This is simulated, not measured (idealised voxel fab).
process module | voxel released beams
cross-section cut | 150 nm wide | cells 5 nm
A cross-section is a grid of square cells, given in bands from the top down. A band is one or more rows of cells.
Each band's line starts with the height of the band's top and of its bottom, in nm. Then come its materials from left to right, each with its width in nm. One material with "throughout" fills the band from edge to edge. "air" is empty space.
Height 0 is the level under which the wafer as received is all one material. The lowest band goes on downwards, as in "0 down".
A width such as "30 to 40" changes by the same amount from each row of cells to the next, from the band's top row to its bottom row.
"no change" after a step means that no cell of the cross-section changed.
closed voids: empty space of 8 cells or more with no open way to the top, each as width x height at its distance from the left edge, in nm
after a step's settings: what the simulator itself notes on the step
overlay nm, on a step with a mask: how far to the right of its planned place the mask lay; to the left if negative
plan
1 op RECEIVE | material Si
2 op CONFORMAL_DEP | material Al2O3 | thk nm 10
3 op DIRECTIONAL_DEP | material SiO2 | thk nm 10
4 op PATTERN | tone open | mask id ANCHOR | material resist | width nm 35 | thk nm 15 | overlay nm 0
5 op DIRECTIONAL_ETCH | etch materials SiO2 | depth nm 10
6 op STRIP | etch materials resist
7 op CONFORMAL_DEP | material polySi | thk nm 10
8 op MASKED_ETCH | tone cover | mask id BEAM | width nm 80 | etch materials polySi | depth nm 10 | overlay nm 0
9 op STRIP | etch materials SiO2
first wafer, as planned
as received, after step 1
  0 down: Si throughout
  closed voids: none
after step 2
  10 to 0: Al2O3 throughout
  below 0: unchanged
after step 3
  20 to 10: SiO2 throughout
  below 10: unchanged
after step 4
  35 to 20: resist 35 | air 35 | resist 80
  below 20: unchanged
after step 5
  35 to 20: resist 35 | air 35 | resist 80
  20 to 10: SiO2 35 | air 35 | SiO2 80
  below 10: unchanged
after step 6
  20 to 10: SiO2 35 | air 35 | SiO2 80
  below 10: unchanged
after step 7
  30 to 20: polySi 45 | air 15 | polySi 90
  20 to 10: SiO2 35 | polySi 35 | SiO2 80
  below 10: unchanged
after step 8
  30 to 20: air 30 | polySi 15 | air 15 | polySi 50 | air 40
  below 20: unchanged
after step 9
  30 to 20: air 30 | polySi 15 | air 15 | polySi 50 | air 40
  20 to 10: air 35 | polySi 35 | air 80
  below 10: unchanged
second wafer: like start, like plan, one mistake. Through step 1 it matches the first wafer
when step 2 should have ended
  10 to 0: polySi throughout
  below 0: unchanged
when step 3 should have ended
  20 to 10: SiO2 throughout
  below 10: unchanged
when step 4 should have ended
  35 to 20: resist 35 | air 35 | resist 80
  below 20: unchanged
when step 5 should have ended
  35 to 20: resist 35 | air 35 | resist 80
  20 to 10: SiO2 35 | air 35 | SiO2 80
  below 10: unchanged
when step 6 should have ended
  20 to 10: SiO2 35 | air 35 | SiO2 80
  below 10: unchanged
when step 7 should have ended
  30 to 20: polySi 45 | air 15 | polySi 90
  20 to 10: SiO2 35 | polySi 35 | SiO2 80
  below 10: unchanged
when step 8 should have ended
  30 to 20: air 30 | polySi 15 | air 15 | polySi 50 | air 40
  below 20: unchanged
when step 9 should have ended
  30 to 20: air 30 | polySi 15 | air 15 | polySi 50 | air 40
  20 to 10: air 35 | polySi 35 | air 80
  below 10: unchanged
what went wrong: step 2 ran as: op CONFORMAL_DEP | material polySi | thk nm 10
at the end the second wafer has, in cells: 60 fewer of Al2O3 | 60 more of polySi
